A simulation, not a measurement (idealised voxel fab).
The process module presented herein is designated voxel wiring stack.
The cross-section shown here is cut; it is 260 nm wide and divided into square cells measuring 5 nm on a side.
Each cross-section below is a grid of square cells, stated as bands in top-down order, with one or more rows of cells making up each band. Read a band's entry like this: the first values are the height of its top and the height of its bottom in nm, and what follows is the sequence of materials from left to right, each with its width in nm. Note that "empty" is empty space, and that a single material marked "throughout" reaches across the band from edge to edge. Height reference: 0 = level under which incoming wafer is all one material. Lowest band: no bottom, runs on downward, e.g. "0 -> down". So if you see something like "30..40" for the width, read it as the top row of the band sitting at the first number and the bottom row at the second, with every row in between moving by the same amount as the last. What does "nothing was modified" mean for a step? It means no cell of the cross-section changed in that step. The entry "Encapsulated voids" lists the empty spaces that cover at least 8 cells and have no open path to the top. Each is written as width x height at distance, where the distance is measured from the left edge and all three values are in nm. Formally, on a step line, whatever follows the settings is a remark that the simulator itself makes on the step. Steps that use a mask can have "overlay nm" on their line. It says how far the mask sat to the right of where it was meant to be. Negative means to the left. What follows is a series of pairs. Each pair shows a cross-section before one process step and the cross-section after it, and the after view is drawn only down to the lowest band that changed. Beneath each pair is the step that lies between the two, with its settings. Pairs may come from different runs of this module on the same starting wafer, so a pair continues from the one above it only where its entry headed "Cross-section, before" says so.

# Cross-section, before
    0 -> down = Si throughout
    Encapsulated voids: none

# Cut View, Post-Step
    15 -> 0 = SiO2 throughout
    Under the height 0 nothing was changed.
    Encapsulated voids: none
Which operation links the two cross-sections above? CONFORMAL_DEP, material SiO2, thk nm 15

Cross-section, before: per the after cross-section of the pair just above.

# Cut View, Post-Step
    20 -> 15 = SiCN throughout
    Under the height 15 nothing was changed.
    Encapsulated voids: none
Which operation links the two cross-sections above? CONFORMAL_DEP, material SiCN, thk nm 5

Cross-section, before: per the after cross-section of the pair just above.

# Cut View, Post-Step
    40 -> 20 = lowk throughout
    Under the height 20 nothing was changed.
    Encapsulated voids: none
Which operation links the two cross-sections above? DIRECTIONAL_DEP, material lowk, thk nm 20

Cross-section, before: per the after cross-section of the pair just above.

# Cut View, Post-Step
    40 -> 20 = 40 nm lowk  25 nm empty  25 nm lowk  25 nm empty  25 nm lowk  25 nm empty  25 nm lowk  25 nm empty  45 nm lowk
    Under the height 20 nothing was changed.
    Encapsulated voids: none
Which operation links the two cross-sections above? MASKED_ETCH, tone open, mask id METAL_1, width nm 25, pitch nm 50, etch materials lowk, depth nm 20, overlay nm 0

Cross-section, before: per the after cross-section of the pair just above.

# Cut View, Post-Step
    40 -> 20 = 40 nm lowk  25 nm empty  25 nm lowk  25 nm empty  25 nm lowk  25 nm empty  25 nm lowk  25 nm empty  45 nm lowk
    20 -> 15 = 40 nm SiCN  25 nm empty  25 nm SiCN  25 nm empty  25 nm SiCN  25 nm empty  25 nm SiCN  25 nm empty  45 nm SiCN
    Under the height 15 nothing was changed.
    Encapsulated voids: none
Which operation links the two cross-sections above? MASKED_ETCH, tone open, mask id METAL_1, width nm 25, pitch nm 50, etch materials SiCN, depth nm 5, overlay nm 0

Cross-section, before: per the after cross-section of the pair just above.

# Cut View, Post-Step
    45 -> 40 = 45 nm TiN  15 nm empty  35 nm TiN  15 nm empty  35 nm TiN  15 nm empty  35 nm TiN  15 nm empty  50 nm TiN
    40 -> 20 = 40 nm lowk  5 nm TiN  15 nm empty  5 nm TiN  25 nm lowk  5 nm TiN  15 nm empty  5 nm TiN  25 nm lowk  5 nm TiN  15 nm empty  5 nm TiN  25 nm lowk  5 nm TiN  15 nm empty  5 nm TiN  45 nm lowk
    20 -> 15 = 40 nm SiCN  25 nm TiN  25 nm SiCN  25 nm TiN  25 nm SiCN  25 nm TiN  25 nm SiCN  25 nm TiN  45 nm SiCN
    Under the height 15 nothing was changed.
    Encapsulated voids: none
Which operation links the two cross-sections above? CONFORMAL_DEP, material TiN, thk nm 5

Cross-section, before: per the after cross-section of the pair just above.

# Cut View, Post-Step
    55 -> 45 = Cu throughout
    45 -> 40 = 45 nm TiN  15 nm Cu  35 nm TiN  15 nm Cu  35 nm TiN  15 nm Cu  35 nm TiN  15 nm Cu  50 nm TiN
    40 -> 20 = 40 nm lowk  5 nm TiN  15 nm Cu  5 nm TiN  25 nm lowk  5 nm TiN  15 nm Cu  5 nm TiN  25 nm lowk  5 nm TiN  15 nm Cu  5 nm TiN  25 nm lowk  5 nm TiN  15 nm Cu  5 nm TiN  45 nm lowk
    Under the height 20 nothing was changed.
    Encapsulated voids: none
Which operation links the two cross-sections above? FILL_DEP, material Cu, thk nm 10

Cross-section, before: per the after cross-section of the pair just above.

# Cut View, Post-Step
    40 -> 20 = 40 nm lowk  5 nm TiN  15 nm Cu  5 nm TiN  25 nm lowk  5 nm TiN  15 nm Cu  5 nm TiN  25 nm lowk  5 nm TiN  15 nm Cu  5 nm TiN  25 nm lowk  5 nm TiN  15 nm Cu  5 nm TiN  45 nm lowk
    Under the height 20 nothing was changed.
    Encapsulated voids: none
Which operation links the two cross-sections above? CMP, height nm 40

Cross-section, before: per the after cross-section of the pair just above.

# Cut View, Post-Step
    45 -> 40 = SiCN throughout
    Under the height 40 nothing was changed.
    Encapsulated voids: none
Which operation links the two cross-sections above? CONFORMAL_DEP, material SiCN, thk nm 5

Cross-section, before: per the after cross-section of the pair just above.

# Cut View, Post-Step
    60 -> 45 = lowk throughout
    Under the height 45 nothing was changed.
    Encapsulated voids: none
Which operation links the two cross-sections above? DIRECTIONAL_DEP, material lowk, thk nm 15

Cross-section, before: per the after cross-section of the pair just above.

# Cut View, Post-Step
    60 -> 45 = 40 nm lowk  15 nm empty  85 nm lowk  15 nm empty  105 nm lowk
    Under the height 45 nothing was changed.
    Encapsulated voids: none
Which operation links the two cross-sections above? MASKED_ETCH, tone open, mask id PLUG_1, width nm 15, pitch nm 100, etch materials lowk, depth nm 15, overlay nm 0

Cross-section, before: per the after cross-section of the pair just above.

# Cut View, Post-Step
    60 -> 45 = 40 nm lowk  15 nm empty  85 nm lowk  15 nm empty  105 nm lowk
    45 -> 40 = 40 nm SiCN  15 nm empty  85 nm SiCN  15 nm empty  105 nm SiCN
    Under the height 40 nothing was changed.
    Encapsulated voids: none
Which operation links the two cross-sections above? MASKED_ETCH, tone open, mask id PLUG_1, width nm 15, pitch nm 100, etch materials SiCN, depth nm 5, overlay nm 0

Cross-section, before: per the after cross-section of the pair just above.

# Cut View, Post-Step
    60 -> 50 = 40 nm lowk  15 nm empty  85 nm lowk  15 nm empty  105 nm lowk
    50 -> 45 = 40 nm lowk  15 nm Ru  85 nm lowk  15 nm Ru  105 nm lowk
    45 -> 40 = 40 nm SiCN  15 nm Ru  85 nm SiCN  15 nm Ru  105 nm SiCN
    Under the height 40 nothing was changed.
    Encapsulated voids: none
Which operation links the two cross-sections above? EPI, material Ru, thk nm 10

Cross-section, before: per the after cross-section of the pair just above.

# Cut View, Post-Step
    60 -> 45 = 40 nm lowk  15 nm Ru  85 nm lowk  15 nm Ru  105 nm lowk
    Under the height 45 nothing was changed.
    Encapsulated voids: none
Which operation links the two cross-sections above? EPI, material Ru, thk nm 10

Cross-section, before: per the after cross-section of the pair just above.

# Cut View, Post-Step
    65 -> 60 = SiCN throughout
    Under the height 60 nothing was changed.
    Encapsulated voids: none
Which operation links the two cross-sections above? CONFORMAL_DEP, material SiCN, thk nm 5

Cross-section, before: per the after cross-section of the pair just above.

# Cut View, Post-Step
    90 -> 65 = SiO2 throughout
    Under the height 65 nothing was changed.
    Encapsulated voids: none
Which operation links the two cross-sections above? DIRECTIONAL_DEP, material SiO2, thk nm 25

Cross-section, before: per the after cross-section of the pair just above.

# Cut View, Post-Step
    105 -> 90 = aC throughout
    Under the height 90 nothing was changed.
    Encapsulated voids: none
Which operation links the two cross-sections above? DIRECTIONAL_DEP, material aC, thk nm 15

Cross-section, before: per the after cross-section of the pair just above.

# Cut View, Post-Step
    135 -> 105 = 40 nm resist  25 nm empty  25 nm resist  25 nm empty  25 nm resist  25 nm empty  25 nm resist  25 nm empty  45 nm resist
    Under the height 105 nothing was changed.
    Encapsulated voids: none
Which operation links the two cross-sections above? PATTERN, tone open, mask id METAL_2, material resist, width nm 25, pitch nm 50, thk nm 30, overlay nm 0

Cross-section, before: per the after cross-section of the pair just above.

# Cut View, Post-Step
    120 -> 105 = 40 nm resist  25 nm empty  25 nm resist  25 nm empty  25 nm resist  25 nm empty  25 nm resist  25 nm empty  45 nm resist
    105 -> 90 = 40 nm aC  25 nm empty  25 nm aC  25 nm empty  25 nm aC  25 nm empty  25 nm aC  25 nm empty  45 nm aC
    Under the height 90 nothing was changed.
    Encapsulated voids: none
Which operation links the two cross-sections above? DIRECTIONAL_ETCH, etch materials aC, depth nm 15

Cross-section, before: per the after cross-section of the pair just above.

# Cut View, Post-Step
    105 -> 90 = 40 nm aC  25 nm empty  25 nm aC  25 nm empty  25 nm aC  25 nm empty  25 nm aC  25 nm empty  45 nm aC
    Under the height 90 nothing was changed.
    Encapsulated voids: none
Which operation links the two cross-sections above? STRIP, etch materials resist

Cross-section, before: per the after cross-section of the pair just above.

# Cut View, Post-Step
    105 -> 90 = 40 nm aC  25 nm empty  25 nm aC  25 nm empty  25 nm aC  25 nm empty  25 nm aC  25 nm empty  45 nm aC
    90 -> 65 = 40 nm SiO2  25 nm empty  25 nm SiO2  25 nm empty  25 nm SiO2  25 nm empty  25 nm SiO2  25 nm empty  45 nm SiO2
    Under the height 65 nothing was changed.
    Encapsulated voids: none
Which operation links the two cross-sections above? DIRECTIONAL_ETCH, etch materials SiO2, depth nm 25

Cross-section, before: per the after cross-section of the pair just above.

# Cut View, Post-Step
    105 -> 90 = 40 nm aC  25 nm empty  25 nm aC  25 nm empty  25 nm aC  25 nm empty  25 nm aC  25 nm empty  45 nm aC
    90 -> 65 = 40 nm SiO2  25 nm empty  25 nm SiO2  25 nm empty  25 nm SiO2  25 nm empty  25 nm SiO2  25 nm empty  45 nm SiO2
    65 -> 60 = 40 nm SiCN  25 nm empty  25 nm SiCN  25 nm empty  25 nm SiCN  25 nm empty  25 nm SiCN  25 nm empty  45 nm SiCN
    Under the height 60 nothing was changed.
    Encapsulated voids: none
Which operation links the two cross-sections above? DIRECTIONAL_ETCH, etch materials SiCN, depth nm 5

Cross-section, before: per the after cross-section of the pair just above.

# Cut View, Post-Step
    90 -> 65 = 40 nm SiO2  25 nm empty  25 nm SiO2  25 nm empty  25 nm SiO2  25 nm empty  25 nm SiO2  25 nm empty  45 nm SiO2
    Under the height 65 nothing was changed.
    Encapsulated voids: none
Which operation links the two cross-sections above? STRIP, etch materials aC

Cross-section, before: per the after cross-section of the pair just above.

# Cut View, Post-Step
    95 -> 90 = 45 nm TiN  15 nm empty  35 nm TiN  15 nm empty  35 nm TiN  15 nm empty  35 nm TiN  15 nm empty  50 nm TiN
    90 -> 65 = 40 nm SiO2  5 nm TiN  15 nm empty  5 nm TiN  25 nm SiO2  5 nm TiN  15 nm empty  5 nm TiN  25 nm SiO2  5 nm TiN  15 nm empty  5 nm TiN  25 nm SiO2  5 nm TiN  15 nm empty  5 nm TiN  45 nm SiO2
    65 -> 60 = 40 nm SiCN  25 nm TiN  25 nm SiCN  25 nm TiN  25 nm SiCN  25 nm TiN  25 nm SiCN  25 nm TiN  45 nm SiCN
    Under the height 60 nothing was changed.
    Encapsulated voids: none
Which operation links the two cross-sections above? CONFORMAL_DEP, material TiN, thk nm 5

Cross-section, before: per the after cross-section of the pair just above.

# Cut View, Post-Step
    100 -> 95 = Cu throughout
    95 -> 90 = 45 nm TiN  15 nm Cu  35 nm TiN  15 nm Cu  35 nm TiN  15 nm Cu  35 nm TiN  15 nm Cu  50 nm TiN
    90 -> 65 = 40 nm SiO2  5 nm TiN  15 nm Cu  5 nm TiN  25 nm SiO2  5 nm TiN  15 nm Cu  5 nm TiN  25 nm SiO2  5 nm TiN  15 nm Cu  5 nm TiN  25 nm SiO2  5 nm TiN  15 nm Cu  5 nm TiN  45 nm SiO2
    Under the height 65 nothing was changed.
    Encapsulated voids: none
Which operation links the two cross-sections above? FILL_DEP, material Cu, thk nm 5

Cross-section, before: per the after cross-section of the pair just above.

# Cut View, Post-Step
    90 -> 65 = 40 nm SiO2  5 nm TiN  15 nm Cu  5 nm TiN  25 nm SiO2  5 nm TiN  15 nm Cu  5 nm TiN  25 nm SiO2  5 nm TiN  15 nm Cu  5 nm TiN  25 nm SiO2  5 nm TiN  15 nm Cu  5 nm TiN  45 nm SiO2
    Under the height 65 nothing was changed.
    Encapsulated voids: none
Which operation links the two cross-sections above? CMP, height nm 90

Cross-section, before: per the after cross-section of the pair just above.

# Cut View, Post-Step
    95 -> 90 = SiCN throughout
    Under the height 90 nothing was changed.
    Encapsulated voids: none
Which operation links the two cross-sections above? CONFORMAL_DEP, material SiCN, thk nm 5

Cross-section, before: per the after cross-section of the pair just above.

# Cut View, Post-Step
    110 -> 95 = SiO2 throughout
    Under the height 95 nothing was changed.
    Encapsulated voids: none
Which operation links the two cross-sections above? DIRECTIONAL_DEP, material SiO2, thk nm 15

Cross-section, before: per the after cross-section of the pair just above.

# Cut View, Post-Step
    125 -> 110 = aC throughout
    Under the height 110 nothing was changed.
    Encapsulated voids: none
Which operation links the two cross-sections above? DIRECTIONAL_DEP, material aC, thk nm 15

Cross-section, before: per the after cross-section of the pair just above.

# Cut View, Post-Step
    155 -> 125 = 40 nm resist  15 nm empty  35 nm resist  15 nm empty  35 nm resist  15 nm empty  35 nm resist  15 nm empty  55 nm resist
    Under the height 125 nothing was changed.
    Encapsulated voids: none
Which operation links the two cross-sections above? PATTERN, tone open, mask id PLUG_2, material resist, width nm 15, pitch nm 50, thk nm 30, overlay nm 0

Cross-section, before: per the after cross-section of the pair just above.

# Cut View, Post-Step
    140 -> 125 = 40 nm resist  15 nm empty  35 nm resist  15 nm empty  35 nm resist  15 nm empty  35 nm resist  15 nm empty  55 nm resist
    125 -> 110 = 40 nm aC  15 nm empty  35 nm aC  15 nm empty  35 nm aC  15 nm empty  35 nm aC  15 nm empty  55 nm aC
    Under the height 110 nothing was changed.
    Encapsulated voids: none
Which operation links the two cross-sections above? DIRECTIONAL_ETCH, etch materials aC, depth nm 15

Cross-section, before: per the after cross-section of the pair just above.

# Cut View, Post-Step
    125 -> 110 = 40 nm aC  15 nm empty  35 nm aC  15 nm empty  35 nm aC  15 nm empty  35 nm aC  15 nm empty  55 nm aC
    Under the height 110 nothing was changed.
    Encapsulated voids: none
Which operation links the two cross-sections above? STRIP, etch materials resist

Cross-section, before: per the after cross-section of the pair just above.

# Cut View, Post-Step
    125 -> 110 = 40 nm aC  15 nm empty  35 nm aC  15 nm empty  35 nm aC  15 nm empty  35 nm aC  15 nm empty  55 nm aC
    110 -> 95 = 40 nm SiO2  15 nm empty  35 nm SiO2  15 nm empty  35 nm SiO2  15 nm empty  35 nm SiO2  15 nm empty  55 nm SiO2
    Under the height 95 nothing was changed.
    Encapsulated voids: none
Which operation links the two cross-sections above? DIRECTIONAL_ETCH, etch materials SiO2, depth nm 15

Cross-section, before: per the after cross-section of the pair just above.

# Cut View, Post-Step
    125 -> 110 = 40 nm aC  15 nm empty  35 nm aC  15 nm empty  35 nm aC  15 nm empty  35 nm aC  15 nm empty  55 nm aC
    110 -> 95 = 40 nm SiO2  15 nm empty  35 nm SiO2  15 nm empty  35 nm SiO2  15 nm empty  35 nm SiO2  15 nm empty  55 nm SiO2
    95 -> 90 = 40 nm SiCN  15 nm empty  35 nm SiCN  15 nm empty  35 nm SiCN  15 nm empty  35 nm SiCN  15 nm empty  55 nm SiCN
    Under the height 90 nothing was changed.
    Encapsulated voids: none
Which operation links the two cross-sections above? DIRECTIONAL_ETCH, etch materials SiCN, depth nm 5

Cross-section, before: per the after cross-section of the pair just above.

# Cut View, Post-Step
    110 -> 95 = 40 nm SiO2  15 nm empty  35 nm SiO2  15 nm empty  35 nm SiO2  15 nm empty  35 nm SiO2  15 nm empty  55 nm SiO2
    Under the height 95 nothing was changed.
    Encapsulated voids: none
Which operation links the two cross-sections above? STRIP, etch materials aC

Cross-section, before: per the after cross-section of the pair just above.

# Cut View, Post-Step
    115 -> 110 = 45 nm TiN  5 nm empty  45 nm TiN  5 nm empty  45 nm TiN  5 nm empty  45 nm TiN  5 nm empty  60 nm TiN
    110 -> 95 = 40 nm SiO2  5 nm TiN  5 nm empty  5 nm TiN  35 nm SiO2  5 nm TiN  5 nm empty  5 nm TiN  35 nm SiO2  5 nm TiN  5 nm empty  5 nm TiN  35 nm SiO2  5 nm TiN  5 nm empty  5 nm TiN  55 nm SiO2
    95 -> 90 = 40 nm SiCN  15 nm TiN  35 nm SiCN  15 nm TiN  35 nm SiCN  15 nm TiN  35 nm SiCN  15 nm TiN  55 nm SiCN
    Under the height 90 nothing was changed.
    Encapsulated voids: none
Which operation links the two cross-sections above? CONFORMAL_DEP, material TiN, thk nm 5

Cross-section, before: per the after cross-section of the pair just above.

# Cut View, Post-Step
    125 -> 115 = Cu throughout
    115 -> 110 = 45 nm TiN  5 nm Cu  45 nm TiN  5 nm Cu  45 nm TiN  5 nm Cu  45 nm TiN  5 nm Cu  60 nm TiN
    110 -> 95 = 40 nm SiO2  5 nm TiN  5 nm Cu  5 nm TiN  35 nm SiO2  5 nm TiN  5 nm Cu  5 nm TiN  35 nm SiO2  5 nm TiN  5 nm Cu  5 nm TiN  35 nm SiO2  5 nm TiN  5 nm Cu  5 nm TiN  55 nm SiO2
    Under the height 95 nothing was changed.
    Encapsulated voids: none
Which operation links the two cross-sections above? FILL_DEP, material Cu, thk nm 10

Cross-section, before: per the after cross-section of the pair just above.

# Cut View, Post-Step
    110 -> 95 = 40 nm SiO2  5 nm TiN  5 nm Cu  5 nm TiN  35 nm SiO2  5 nm TiN  5 nm Cu  5 nm TiN  35 nm SiO2  5 nm TiN  5 nm Cu  5 nm TiN  35 nm SiO2  5 nm TiN  5 nm Cu  5 nm TiN  55 nm SiO2
    Under the height 95 nothing was changed.
    Encapsulated voids: none
Which operation links the two cross-sections above? CMP, height nm 110

Cross-section, before: per the after cross-section of the pair just above.

# Cut View, Post-Step
    115 -> 110 = TiN throughout
    Under the height 110 nothing was changed.
    Encapsulated voids: none
Which operation links the two cross-sections above? DIRECTIONAL_DEP, material TiN, thk nm 5

Cross-section, before: per the after cross-section of the pair just above.

# Cut View, Post-Step
    135 -> 115 = Ru throughout
    Under the height 115 nothing was changed.
    Encapsulated voids: none
Which operation links the two cross-sections above? DIRECTIONAL_DEP, material Ru, thk nm 20

Cross-section, before: per the after cross-section of the pair just above.

# Cut View, Post-Step
    150 -> 135 = 40 nm empty  25 nm resist  25 nm empty  25 nm resist  25 nm empty  25 nm resist  25 nm empty  25 nm resist  45 nm empty
    Under the height 135 nothing was changed.
    Encapsulated voids: none
Which operation links the two cross-sections above? PATTERN, tone cover, mask id METAL_3, material resist, width nm 25, pitch nm 50, thk nm 15, overlay nm 0

Cross-section, before: per the after cross-section of the pair just above.

# Cut View, Post-Step
    150 -> 135 = 40 nm empty  25 nm resist  25 nm empty  25 nm resist  25 nm empty  25 nm resist  25 nm empty  25 nm resist  45 nm empty
    135 -> 115 = 40 nm empty  25 nm Ru  25 nm empty  25 nm Ru  25 nm empty  25 nm Ru  25 nm empty  25 nm Ru  45 nm empty
    Under the height 115 nothing was changed.
    Encapsulated voids: none
Which operation links the two cross-sections above? DIRECTIONAL_ETCH, etch materials Ru, depth nm 20

Cross-section, before: per the after cross-section of the pair just above.

# Cut View, Post-Step
    150 -> 135 = 40 nm empty  25 nm resist  25 nm empty  25 nm resist  25 nm empty  25 nm resist  25 nm empty  25 nm resist  45 nm empty
    135 -> 115 = 40 nm empty  25 nm Ru  25 nm empty  25 nm Ru  25 nm empty  25 nm Ru  25 nm empty  25 nm Ru  45 nm empty
    115 -> 110 = 40 nm empty  25 nm TiN  25 nm empty  25 nm TiN  25 nm empty  25 nm TiN  25 nm empty  25 nm TiN  45 nm empty
    Under the height 110 nothing was changed.
    Encapsulated voids: none
Which operation links the two cross-sections above? DIRECTIONAL_ETCH, etch materials TiN, depth nm 5

Cross-section, before: per the after cross-section of the pair just above.

# Cut View, Post-Step
    135 -> 115 = 40 nm empty  25 nm Ru  25 nm empty  25 nm Ru  25 nm empty  25 nm Ru  25 nm empty  25 nm Ru  45 nm empty
    Under the height 115 nothing was changed.
    Encapsulated voids: none
Which operation links the two cross-sections above? STRIP, etch materials resist

Cross-section, before: per the after cross-section of the pair just above.

# Cut View, Post-Step
    140 -> 135 = lowk throughout
    135 -> 115 = 40 nm lowk  25 nm Ru  25 nm lowk  25 nm Ru  25 nm lowk  25 nm Ru  25 nm lowk  25 nm Ru  45 nm lowk
    115 -> 110 = 40 nm lowk  25 nm TiN  25 nm lowk  25 nm TiN  25 nm lowk  25 nm TiN  25 nm lowk  25 nm TiN  45 nm lowk
    Under the height 110 nothing was changed.
    Encapsulated voids: none
Which operation links the two cross-sections above? FILL_DEP, material lowk, thk nm 5

Cross-section, before: per the after cross-section of the pair just above.

# Cut View, Post-Step
    135 -> 115 = 40 nm lowk  25 nm Ru  25 nm lowk  25 nm Ru  25 nm lowk  25 nm Ru  25 nm lowk  25 nm Ru  45 nm lowk
    Under the height 115 nothing was changed.
    Encapsulated voids: none
Which operation links the two cross-sections above? CMP, height nm 135

Cross-section, before: per the after cross-section of the pair just above.

# Cut View, Post-Step
    140 -> 135 = SiCN throughout
    Under the height 135 nothing was changed.
    Encapsulated voids: none
Which operation links the two cross-sections above? CONFORMAL_DEP, material SiCN, thk nm 5

Cross-section, before: per the after cross-section of the pair just above.

# Cut View, Post-Step
    160 -> 140 = lowk throughout
    Under the height 140 nothing was changed.
    Encapsulated voids: none
Which operation links the two cross-sections above? DIRECTIONAL_DEP, material lowk, thk nm 20

Cross-section, before: per the after cross-section of the pair just above.

# Cut View, Post-Step
    160 -> 140 = 40 nm lowk  15 nm empty  35 nm lowk  15 nm empty  35 nm lowk  15 nm empty  35 nm lowk  15 nm empty  55 nm lowk
    Under the height 140 nothing was changed.
    Encapsulated voids: none
Which operation links the two cross-sections above? MASKED_ETCH, tone open, mask id PLUG_3, width nm 15, pitch nm 50, etch materials lowk, depth nm 20, overlay nm 0

Cross-section, before: per the after cross-section of the pair just above.

# Cut View, Post-Step
    160 -> 140 = 40 nm lowk  15 nm empty  35 nm lowk  15 nm empty  35 nm lowk  15 nm empty  35 nm lowk  15 nm empty  55 nm lowk
    140 -> 135 = 40 nm SiCN  15 nm empty  35 nm SiCN  15 nm empty  35 nm SiCN  15 nm empty  35 nm SiCN  15 nm empty  55 nm SiCN
    Under the height 135 nothing was changed.
    Encapsulated voids: none
Which operation links the two cross-sections above? MASKED_ETCH, tone open, mask id PLUG_3, width nm 15, pitch nm 50, etch materials SiCN, depth nm 5, overlay nm 0

Cross-section, before: per the after cross-section of the pair just above.

# Cut View, Post-Step
    160 -> 145 = 40 nm lowk  15 nm empty  35 nm lowk  15 nm empty  35 nm lowk  15 nm empty  35 nm lowk  15 nm empty  55 nm lowk
    145 -> 140 = 40 nm lowk  15 nm Ru  35 nm lowk  15 nm Ru  35 nm lowk  15 nm Ru  35 nm lowk  15 nm Ru  55 nm lowk
    140 -> 135 = 40 nm SiCN  15 nm Ru  35 nm SiCN  15 nm Ru  35 nm SiCN  15 nm Ru  35 nm SiCN  15 nm Ru  55 nm SiCN
    Under the height 135 nothing was changed.
    Encapsulated voids: none
Which operation links the two cross-sections above? EPI, material Ru, thk nm 10

Cross-section, before: per the after cross-section of the pair just above.

# Cut View, Post-Step
    160 -> 155 = 40 nm lowk  15 nm empty  35 nm lowk  15 nm empty  35 nm lowk  15 nm empty  35 nm lowk  15 nm empty  55 nm lowk
    155 -> 140 = 40 nm lowk  15 nm Ru  35 nm lowk  15 nm Ru  35 nm lowk  15 nm Ru  35 nm lowk  15 nm Ru  55 nm lowk
    Under the height 140 nothing was changed.
    Encapsulated voids: none
Which operation links the two cross-sections above? EPI, material Ru, thk nm 10

Cross-section, before: per the after cross-section of the pair just above.

# Cut View, Post-Step
    160 -> 140 = 40 nm lowk  15 nm Ru  35 nm lowk  15 nm Ru  35 nm lowk  15 nm Ru  35 nm lowk  15 nm Ru  55 nm lowk
    Under the height 140 nothing was changed.
    Encapsulated voids: none
Which operation links the two cross-sections above? EPI, material Ru, thk nm 5

Cross-section, before: per the after cross-section of the pair just above.

# Cut View, Post-Step
    165 -> 160 = SiCN throughout
    Under the height 160 nothing was changed.
    Encapsulated voids: none
Which operation links the two cross-sections above? CONFORMAL_DEP, material SiCN, thk nm 5

Cross-section, before: per the after cross-section of the pair just above.

# Cut View, Post-Step
    180 -> 165 = lowk throughout
    Under the height 165 nothing was changed.
    Encapsulated voids: none
Which operation links the two cross-sections above? DIRECTIONAL_DEP, material lowk, thk nm 15

Cross-section, before: per the after cross-section of the pair just above.

# Cut View, Post-Step
    195 -> 180 = 40 nm resist  25 nm empty  25 nm resist  25 nm empty  25 nm resist  25 nm empty  25 nm resist  25 nm empty  45 nm resist
    Under the height 180 nothing was changed.
    Encapsulated voids: none
Which operation links the two cross-sections above? PATTERN, tone open, mask id METAL_4, material resist, width nm 25, pitch nm 50, thk nm 15, overlay nm 0

Cross-section, before: per the after cross-section of the pair just above.

# Cut View, Post-Step
    195 -> 180 = 40 nm resist  25 nm empty  25 nm resist  25 nm empty  25 nm resist  25 nm empty  25 nm resist  25 nm empty  45 nm resist
    180 -> 165 = 40 nm lowk  25 nm empty  25 nm lowk  25 nm empty  25 nm lowk  25 nm empty  25 nm lowk  25 nm empty  45 nm lowk
    Under the height 165 nothing was changed.
    Encapsulated voids: none
Which operation links the two cross-sections above? DIRECTIONAL_ETCH, etch materials lowk, depth nm 15

Cross-section, before: per the after cross-section of the pair just above.

# Cut View, Post-Step
    195 -> 180 = 40 nm resist  25 nm empty  25 nm resist  25 nm empty  25 nm resist  25 nm empty  25 nm resist  25 nm empty  45 nm resist
    180 -> 165 = 40 nm lowk  25 nm empty  25 nm lowk  25 nm empty  25 nm lowk  25 nm empty  25 nm lowk  25 nm empty  45 nm lowk
    165 -> 160 = 40 nm SiCN  25 nm empty  25 nm SiCN  25 nm empty  25 nm SiCN  25 nm empty  25 nm SiCN  25 nm empty  45 nm SiCN
    Under the height 160 nothing was changed.
    Encapsulated voids: none
Which operation links the two cross-sections above? DIRECTIONAL_ETCH, etch materials SiCN, depth nm 5

Cross-section, before: per the after cross-section of the pair just above.

# Cut View, Post-Step
    180 -> 165 = 40 nm lowk  25 nm empty  25 nm lowk  25 nm empty  25 nm lowk  25 nm empty  25 nm lowk  25 nm empty  45 nm lowk
    Under the height 165 nothing was changed.
    Encapsulated voids: none
Which operation links the two cross-sections above? STRIP, etch materials resist

Cross-section, before: per the after cross-section of the pair just above.

# Cut View, Post-Step
    185 -> 180 = 45 nm TiN  15 nm empty  35 nm TiN  15 nm empty  35 nm TiN  15 nm empty  35 nm TiN  15 nm empty  50 nm TiN
    180 -> 165 = 40 nm lowk  5 nm TiN  15 nm empty  5 nm TiN  25 nm lowk  5 nm TiN  15 nm empty  5 nm TiN  25 nm lowk  5 nm TiN  15 nm empty  5 nm TiN  25 nm lowk  5 nm TiN  15 nm empty  5 nm TiN  45 nm lowk
    165 -> 160 = 40 nm SiCN  25 nm TiN  25 nm SiCN  25 nm TiN  25 nm SiCN  25 nm TiN  25 nm SiCN  25 nm TiN  45 nm SiCN
    Under the height 160 nothing was changed.
    Encapsulated voids: none
Which operation links the two cross-sections above? CONFORMAL_DEP, material TiN, thk nm 5

Cross-section, before: per the after cross-section of the pair just above.

# Cut View, Post-Step
    190 -> 185 = Ru throughout
    185 -> 180 = 45 nm TiN  15 nm Ru  35 nm TiN  15 nm Ru  35 nm TiN  15 nm Ru  35 nm TiN  15 nm Ru  50 nm TiN
    180 -> 165 = 40 nm lowk  5 nm TiN  15 nm Ru  5 nm TiN  25 nm lowk  5 nm TiN  15 nm Ru  5 nm TiN  25 nm lowk  5 nm TiN  15 nm Ru  5 nm TiN  25 nm lowk  5 nm TiN  15 nm Ru  5 nm TiN  45 nm lowk
    Under the height 165 nothing was changed.
    Encapsulated voids: none
Which operation links the two cross-sections above? FILL_DEP, material Ru, thk nm 5

Cross-section, before: per the after cross-section of the pair just above.

# Cut View, Post-Step
    180 -> 165 = 40 nm lowk  5 nm TiN  15 nm Ru  5 nm TiN  25 nm lowk  5 nm TiN  15 nm Ru  5 nm TiN  25 nm lowk  5 nm TiN  15 nm Ru  5 nm TiN  25 nm lowk  5 nm TiN  15 nm Ru  5 nm TiN  45 nm lowk
    Under the height 165 nothing was changed.
    Encapsulated voids: none
Which operation links the two cross-sections above? CMP, height nm 180

Cross-section, before: per the after cross-section of the pair just above.

# Cut View, Post-Step
    185 -> 180 = SiCN throughout
    Under the height 180 nothing was changed.
    Encapsulated voids: none
Which operation links the two cross-sections above? CONFORMAL_DEP, material SiCN, thk nm 5
